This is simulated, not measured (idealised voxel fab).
Module name: voxel ribs on slabs (process module)
Cross-section cut: width 250 nm, square cells of 5 nm.
Cross-section layout: square cells on a grid; listed as bands, top to bottom; a band spans one or more cell rows. In this notation a band is specified by the heights of its top and bottom, in that order and in nm, after which its materials appear from left to right, each paired with its width in nm. The word "throughout" attached to a single material means that material fills the band from edge to edge; the word "blank" stands for empty space. Where do heights start? At 0: under that level the wafer as delivered is made of one material only. And the lowest band has no floor; it just carries on downward, as in "top 0, no bottom". Width: "30 to 40" (first number = top row, second number = bottom row, same change from row to row of cells). "remained unchanged" for a step: no cell of the cross-section changed in that step. Closed empty spaces (no open way to the top) of 8 cells or more are what "Closed empty spaces" lists, each as width x height at distance from the left edge, nm for all three. The remark found on a step's line after its settings is issued by the simulator itself and pertains to that step. overlay nm: for a step with a mask, the amount by which the mask lay right of where it was planned; a negative amount means left of it.
Process steps (planned):
1. RECEIVE | material Si
2. DIRECTIONAL_DEP | material SiO2 | thk nm 20
3. DIRECTIONAL_DEP | material polySi | thk nm 20
4. MASKED_ETCH | tone cover | mask id RIB | width nm 20 | etch materials polySi | depth nm 5 | overlay nm 0
5. DIRECTIONAL_DEP | material aC | thk nm 10
6. PATTERN | tone cover | mask id SLAB | material resist | width nm 80 | thk nm 30 | overlay nm 0
7. DIRECTIONAL_ETCH | etch materials aC | depth nm 10
8. STRIP | etch materials resist
9. DIRECTIONAL_ETCH | etch materials polySi | depth nm 15
10. STRIP | etch materials aC
11. FILL_DEP | material SiO2 | thk nm 30
12. CMP | height nm 60
13. DIRECTIONAL_DEP | material W | thk nm 5
14. MASKED_ETCH | tone cover | mask id HEATER | width nm 30 | etch materials W | depth nm 5 | overlay nm 0
15. CONFORMAL_DEP | material SiN | thk nm 10
On the first of the two wafers: run conducted according to plan:
Cross-section of the wafer upon arrival, representing the state reached after step 1:
> top 0, no bottom | Si throughout
> Closed empty spaces: none
Upon completion of step 2, the wafer appears in cross-section as shown:
> top 20, bottom 0 | SiO2 throughout
> At heights below 0, the structure remains unaltered.
Upon completion of step 3, the wafer appears in cross-section as shown:
> top 40, bottom 20 | polySi throughout
> At heights below 20, the structure remains unaltered.
Upon completion of step 4, the wafer appears in cross-section as shown:
> top 40, bottom 35 | blank 115 / polySi 20 / blank 115
> At heights below 35, the structure remains unaltered.
Upon completion of step 5, the wafer appears in cross-section as shown:
> top 50, bottom 45 | blank 115 / aC 20 / blank 115
> top 45, bottom 40 | aC throughout
> top 40, bottom 35 | aC 115 / polySi 20 / aC 115
> At heights below 35, the structure remains unaltered.
Upon completion of step 6, the wafer appears in cross-section as shown:
> top 80, bottom 50 | blank 85 / resist 80 / blank 85
> top 50, bottom 45 | blank 85 / resist 30 / aC 20 / resist 30 / blank 85
> At heights below 45, the structure remains unaltered.
Upon completion of step 7, the wafer appears in cross-section as shown:
> top 70, bottom 50 | blank 85 / resist 80 / blank 85
> top 50, bottom 45 | blank 85 / resist 30 / aC 20 / resist 30 / blank 85
> top 45, bottom 40 | blank 85 / aC 80 / blank 85
> top 40, bottom 35 | blank 85 / aC 30 / polySi 20 / aC 30 / blank 85
> At heights below 35, the structure remains unaltered.
Upon completion of step 8, the wafer appears in cross-section as shown:
> top 50, bottom 40 | blank 115 to 85 / aC 20 to 80 / blank 115 to 85
> At heights below 40, the structure remains unaltered.
Upon completion of step 9, the wafer appears in cross-section as shown:
> top 50, bottom 40 | blank 115 to 85 / aC 20 to 80 / blank 115 to 85
> top 40, bottom 35 | blank 85 / aC 30 / polySi 20 / aC 30 / blank 85
> top 35, bottom 20 | blank 85 / polySi 80 / blank 85
> At heights below 20, the structure remains unaltered.
Upon completion of step 10, the wafer appears in cross-section as shown:
> top 40, bottom 35 | blank 115 / polySi 20 / blank 115
> At heights below 35, the structure remains unaltered.
Upon completion of step 11, the wafer appears in cross-section as shown:
> top 70, bottom 40 | SiO2 throughout
> top 40, bottom 35 | SiO2 115 / polySi 20 / SiO2 115
> top 35, bottom 20 | SiO2 85 / polySi 80 / SiO2 85
> At heights below 20, the structure remains unaltered.
Upon completion of step 12, the wafer appears in cross-section as shown:
> top 60, bottom 40 | SiO2 throughout
> At heights below 40, the structure remains unaltered.
Upon completion of step 13, the wafer appears in cross-section as shown:
> top 65, bottom 60 | W throughout
> At heights below 60, the structure remains unaltered.
Upon completion of step 14, the wafer appears in cross-section as shown:
> top 65, bottom 60 | blank 110 / W 30 / blank 110
> At heights below 60, the structure remains unaltered.
Upon completion of step 15, the wafer appears in cross-section as shown:
> top 75, bottom 70 | blank 100 / SiN 50 / blank 100
> top 70, bottom 65 | SiN throughout
> top 65, bottom 60 | SiN 110 / W 30 / SiN 110
> At heights below 60, the structure remains unaltered.
Second wafer: like start, like plan, one mistake. Through step 1 it matches the first wafer:
Second wafer, sectioned view, at step 2's planned end time:
> top 20, bottom 0 | polySi throughout
> At heights below 0, the structure remains unaltered.
Second wafer, sectioned view, at step 3's planned end time:
> top 40, bottom 20 | SiO2 throughout
> At heights below 20, the structure remains unaltered.
Second wafer, sectioned view, at step 4's planned end time: remained unchanged
Second wafer, sectioned view, at step 5's planned end time:
> top 50, bottom 40 | aC throughout
> At heights below 40, the structure remains unaltered.
Second wafer, sectioned view, at step 6's planned end time:
> top 80, bottom 50 | blank 85 / resist 80 / blank 85
> At heights below 50, the structure remains unaltered.
Second wafer, sectioned view, at step 7's planned end time:
> top 70, bottom 50 | blank 85 / resist 80 / blank 85
> top 50, bottom 40 | blank 85 / aC 80 / blank 85
> At heights below 40, the structure remains unaltered.
Second wafer, sectioned view, at step 8's planned end time:
> top 50, bottom 40 | blank 85 / aC 80 / blank 85
> At heights below 40, the structure remains unaltered.
Second wafer, sectioned view, at step 9's planned end time: remained unchanged
Second wafer, sectioned view, at step 10's planned end time:
> top 40, bottom 20 | SiO2 throughout
> At heights below 20, the structure remains unaltered.
Second wafer, sectioned view, at step 11's planned end time:
> top 70, bottom 20 | SiO2 throughout
> At heights below 20, the structure remains unaltered.
Second wafer, sectioned view, at step 12's planned end time:
> top 60, bottom 20 | SiO2 throughout
> At heights below 20, the structure remains unaltered.
Second wafer, sectioned view, at step 13's planned end time:
> top 65, bottom 60 | W throughout
> At heights below 60, the structure remains unaltered.
Second wafer, sectioned view, at step 14's planned end time:
> top 65, bottom 60 | blank 110 / W 30 / blank 110
> At heights below 60, the structure remains unaltered.
Second wafer, sectioned view, at step 15's planned end time:
> top 75, bottom 70 | blank 100 / SiN 50 / blank 100
> top 70, bottom 65 | SiN throughout
> top 65, bottom 60 | SiN 110 / W 30 / SiN 110
> At heights below 60, the structure remains unaltered.
Deviation noted in wafer processing: step 2 ran in the slot meant for step 3, and vice versa
Materials where the second wafer ends with more or fewer cells than the first: 148 fewer of SiO2; 148 more of polySi
